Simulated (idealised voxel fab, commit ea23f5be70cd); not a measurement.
process module | voxel local oxidation
cross-section cut | 150 nm wide | cells 5 nm
A cross-section is a grid of square cells, given in bands from the top down. A band is one or more rows of cells.
Each band's line starts with the height of the band's top and of its bottom, in nm. Then come its materials from left to right, each with its width in nm. One material with "throughout" fills the band from edge to edge. "air" is empty space.
Height 0 is the level under which the wafer as received is all one material. The lowest band goes on downwards, as in "0 down".
A width such as "30 to 40" changes by the same amount from each row of cells to the next, from the band's top row to its bottom row.
"no change" after a step means that no cell of the cross-section changed.
closed voids: empty space of 8 cells or more with no open way to the top, each as width x height at its distance from the left edge, in nm
after a step's settings: what the simulator itself notes on the step
overlay nm, on a step with a mask: how far to the right of its planned place the mask lay; to the left if negative
plan
1 op RECEIVE | material Si
2 op CONFORMAL_DEP | material SiO2 | thk nm 5
3 op CONFORMAL_DEP | material SiN | thk nm 10
4 op MASKED_ETCH | tone cover | mask id ACTIVE | width nm 90 | etch materials SiN | depth nm 10 | overlay nm 0
5 op SELECTIVE_ETCH | etch materials SiO2 | depth nm 5
6 op OXIDIZE | depth nm 15
7 op STRIP | etch materials SiN
as received, after step 1
  0 down: Si throughout
  closed voids: none
a wafer at the end: this start, this plan, one mistake
  5 to 0: air 30 | SiO2 80 | air 40
  0 to -15: SiO2 45 | Si 50 | SiO2 55
  -15 down: Si throughout
  closed voids: none
what went wrong: step 4 ran as: op MASKED_ETCH | tone cover | mask id ACTIVE | width nm 90 | etch materials SiN | depth nm 10 | overlay nm -5
